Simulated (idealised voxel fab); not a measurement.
Title: Process Module voxel released beams
Cross-section cut: width 250 nm, square cells of 5 nm.
Think of the cross-section as a grid of square cells. We describe it in bands, top to bottom, and each band covers one or more rows of those cells.
Each band's line starts with the height of the band's top and of its bottom, in nm. Then come its materials from left to right, each with its width in nm. One material with "throughout" fills the band from edge to edge. "air" is empty space.
Heads up on the height convention: 0 is the point under which the incoming wafer is all one material, and the lowest band has no bottom, it just keeps going down, like "0..down".
Width "30..40": first value at the band's top row of cells, second value at its bottom row, equal change from row to row.
Given "left unchanged" for a step, no cell of the cross-section differs between before and after that step.
Under "Entrapped void list" you'll find the enclosed gaps, the ones with no way out to the top, that are 8 cells or bigger; each reads width x height at distance, with distance counted from the left edge, everything in nm.
On each step's line, the part that comes after the settings is the simulator's own comment on the step.
The line of a step may include "overlay nm". On a step with a mask, this value is how far to the right of its planned place the mask lay. A negative value means the mask lay to the left.

Below is the list of planned process steps:
1 RECEIVE with material Si
2 CONFORMAL_DEP with material Al2O3, thk nm 10
3 DIRECTIONAL_DEP with material SiO2, thk nm 20
4 DIRECTIONAL_DEP with material aC, thk nm 15
5 PATTERN with tone open, mask id ANCHOR, material resist, width nm 30, thk nm 35, overlay nm 0
6 DIRECTIONAL_ETCH with etch materials aC, depth nm 15
7 STRIP with etch materials resist
8 DIRECTIONAL_ETCH with etch materials SiO2, depth nm 20
9 STRIP with etch materials aC
10 CONFORMAL_DEP with material W, thk nm 10
11 DIRECTIONAL_DEP with material aC, thk nm 10
12 PATTERN with tone cover, mask id BEAM, material resist, width nm 90, thk nm 25, overlay nm 0
13 DIRECTIONAL_ETCH with etch materials aC, depth nm 10
14 STRIP with etch materials resist
15 DIRECTIONAL_ETCH with etch materials W, depth nm 10
16 STRIP with etch materials aC
17 STRIP with etch materials SiO2

Cross-section: wafer on arrival = after step 1:
* 0..down: Si throughout
* Entrapped void list: none

Cross-section at module end, one run error; start and plan unchanged from above:
* 40..30: air 75  W 90  air 85
* 30..0: Al2O3 throughout
* 0..down: Si throughout
* Entrapped void list: none
Here's what went sideways: rather than as planned, step 3 actually ran as DIRECTIONAL_DEP with material Al2O3, thk nm 20
